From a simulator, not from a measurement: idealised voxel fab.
Process module heading - voxel transistor to metal
Cross-section cut spans 185 nm and uses square cells 5 nm in size.
How to read a cross-section here: the picture is a grid of square cells, written as bands going from the top down, and any band can span one or more rows of cells.
Look at the band entry: it leads with the top's height and the bottom's height in nm. Then it lists the materials left to right, with a width in nm for each. The word "full width" on a single material says that material fills the band edge to edge. The word "empty" is empty space.
Zero point of the height axis is 0; under it, received wafer = one material. Lowest band: continues down indefinitely, "0 and below".
You'd read "30->40" like this: the band's top row of cells is as wide as the first number, its bottom row is as wide as the second, and going down, every row changes width by the same amount as the row before did.
No cell of the cross-section changed in a step that is given as "no change".
Basically, "Enclosed void entries" tells you about the enclosed voids: empty spaces with no open way to the top, 8 cells or bigger, each written width x height at distance, where distance is from the left edge, all in nm.
after a step's settings: what the simulator itself notes on the step
For masked steps, "overlay nm" on the step line gives how far right of plan the mask actually lay; a minus sign means it lay to the left.

List of planned process steps:
1,RECEIVE [material Si]
2,CONFORMAL_DEP [material SiO2] [thk nm 5]
3,CONFORMAL_DEP [material SiN] [thk nm 15]
4,DIRECTIONAL_DEP [material aC] [thk nm 15]
5,PATTERN [tone cover] [mask id ACTIVE] [material resist] [width nm 95] [thk nm 30] [overlay nm 0]
6,DIRECTIONAL_ETCH [etch materials aC] [depth nm 15]
7,STRIP [etch materials resist]
8,DIRECTIONAL_ETCH [etch materials SiN] [depth nm 15]
9,DIRECTIONAL_ETCH [etch materials SiO2] [depth nm 5]
10,DIRECTIONAL_ETCH [etch materials Si] [depth nm 35]
11,STRIP [etch materials aC]
12,OXIDIZE [depth nm 5]
13,FILL_DEP [material SiO2] [thk nm 10]
14,CMP [height nm 20]
15,SELECTIVE_ETCH [etch materials SiO2] [depth nm 15]
16,STRIP [etch materials SiN]
17,SELECTIVE_ETCH [etch materials SiO2] [depth nm 5]
18,OXIDIZE [depth nm 5]
19,DIRECTIONAL_DEP [material polySi] [thk nm 20]
20,DIRECTIONAL_DEP [material SiCN] [thk nm 10]
21,MASKED_ETCH [tone cover] [mask id GATE] [width nm 25] [etch materials SiCN] [depth nm 20] [overlay nm 0]
22,MASKED_ETCH [tone cover] [mask id GATE] [width nm 25] [etch materials polySi] [depth nm 30] [overlay nm 0]
23,CONFORMAL_DEP [material SiN] [thk nm 5]
24,DIRECTIONAL_ETCH [etch materials SiN] [depth nm 5]
25,DIRECTIONAL_ETCH [etch materials SiO2] [depth nm 5]
26,DIRECTIONAL_ETCH [etch materials Si] [depth nm 10]
27,EPI [material SiGe] [thk nm 10]
28,FILL_DEP [material SiO2] [thk nm 10]
29,CMP [height nm 20]
30,STRIP [etch materials polySi]
31,SELECTIVE_ETCH [etch materials SiO2] [depth nm 5]
32,CONFORMAL_DEP [material HfO2] [thk nm 5]
33,CONFORMAL_DEP [material TiN] [thk nm 5]
34,FILL_DEP [material W] [thk nm 10]
35,CMP [height nm 15]
36,DIRECTIONAL_DEP [material SiO2] [thk nm 15]
37,DIRECTIONAL_DEP [material aC] [thk nm 15]
38,PATTERN [tone open] [mask id CONTACT] [material resist] [width nm 15] [pitch nm 70] [thk nm 35] [overlay nm 0]
39,DIRECTIONAL_ETCH [etch materials aC] [depth nm 15]
40,STRIP [etch materials resist]
41,DIRECTIONAL_ETCH [etch materials SiO2] [depth nm 35]
42,STRIP [etch materials aC]
43,CONFORMAL_DEP [material TiN] [thk nm 5]
44,FILL_DEP [material W] [thk nm 10]
45,CMP [height nm 30]
46,DIRECTIONAL_DEP [material TiN] [thk nm 5]
47,DIRECTIONAL_DEP [material W] [thk nm 25]
48,MASKED_ETCH [tone cover] [mask id METAL_1] [width nm 15] [pitch nm 70] [etch materials W] [depth nm 25] [overlay nm 0]
49,MASKED_ETCH [tone cover] [mask id METAL_1] [width nm 15] [pitch nm 70] [etch materials TiN] [depth nm 5] [overlay nm 0]
50,CONFORMAL_DEP [material SiN] [thk nm 5]
51,FILL_DEP [material SiO2] [thk nm 10]
52,CMP [height nm 60]
53,CONFORMAL_DEP [material SiCN] [thk nm 5]

Incoming wafer, cross-sectional view, post step 1:
- 0 and below  Si full width
- Enclosed void entries: none

As-planned run: cross-section of the first of two wafers at end of module:
- 65 down to 60  SiCN full width
- 60 down to 35  45 of SiO2 | 5 of SiN | 15 of W | 5 of SiN | 45 of SiO2 | 5 of SiN | 15 of W | 5 of SiN | 45 of SiO2
- 35 down to 30  50 of SiN | 15 of TiN | 55 of SiN | 15 of TiN | 50 of SiN
- 30 down to 15  50 of SiO2 | 5 of TiN | 5 of W | 5 of TiN | 55 of SiO2 | 5 of TiN | 5 of W | 5 of TiN | 50 of SiO2
- 15 down to 5  50 of SiO2 | 5 of TiN | 5 of W | 5 of TiN | 10 of SiO2 | 5 of SiN | 5 of HfO2 | 5 of TiN | 5 of W | 5 of TiN | 5 of HfO2 | 5 of SiN | 10 of SiO2 | 5 of TiN | 5 of W | 5 of TiN | 50 of SiO2
- 5 down to 0  50 of SiO2 | 5 of TiN | 5 of W | 5 of TiN | 10 of SiGe | 5 of SiN | 5 of HfO2 | 15 of TiN | 5 of HfO2 | 5 of SiN | 10 of SiGe | 5 of TiN | 5 of W | 5 of TiN | 50 of SiO2
- 0 down to -5  50 of SiO2 | 15 of TiN | 10 of SiGe | 35 of HfO2 | 10 of SiGe | 15 of TiN | 50 of SiO2
- -5 down to -15  50 of SiO2 | 25 of SiGe | 35 of Si | 25 of SiGe | 50 of SiO2
- -15 down to -40  50 of SiO2 | 85 of Si | 50 of SiO2
- -40 and below  Si full width
- Enclosed void entries: none

Wafer two, sectioned after the module: the first wafer's start, the first wafer's plan, and one mistake in how it was run:
- 75 down to 70  SiCN full width
- 70 down to 65  SiO2 full width
- 65 down to 60  45 of SiO2 | 25 of SiN | 45 of SiO2 | 25 of SiN | 45 of SiO2
- 60 down to 35  45 of SiO2 | 5 of SiN | 15 of W | 5 of SiN | 45 of SiO2 | 5 of SiN | 15 of W | 5 of SiN | 45 of SiO2
- 35 down to 30  50 of SiN | 15 of TiN | 55 of SiN | 15 of TiN | 50 of SiN
- 30 down to 15  50 of SiO2 | 5 of TiN | 5 of W | 5 of TiN | 55 of SiO2 | 5 of TiN | 5 of W | 5 of TiN | 50 of SiO2
- 15 down to 5  50 of SiO2 | 5 of TiN | 5 of W | 5 of TiN | 10 of SiO2 | 5 of SiN | 5 of HfO2 | 5 of TiN | 5 of W | 5 of TiN | 5 of HfO2 | 5 of SiN | 10 of SiO2 | 5 of TiN | 5 of W | 5 of TiN | 50 of SiO2
- 5 down to 0  50 of SiO2 | 5 of TiN | 5 of W | 5 of TiN | 10 of SiGe | 5 of SiN | 5 of HfO2 | 15 of TiN | 5 of HfO2 | 5 of SiN | 10 of SiGe | 5 of TiN | 5 of W | 5 of TiN | 50 of SiO2
- 0 down to -5  50 of SiO2 | 15 of TiN | 10 of SiGe | 35 of HfO2 | 10 of SiGe | 15 of TiN | 50 of SiO2
- -5 down to -15  50 of SiO2 | 25 of SiGe | 35 of Si | 25 of SiGe | 50 of SiO2
- -15 down to -40  50 of SiO2 | 85 of Si | 50 of SiO2
- -40 and below  Si full width
- Enclosed void entries: none
Misprocessing identified: step 52, actual vs plan mismatch, actual run CMP [height nm 70]
Final wafer comparison in cells, second versus first, more or fewer per material: SiN +10 | SiO2 +64
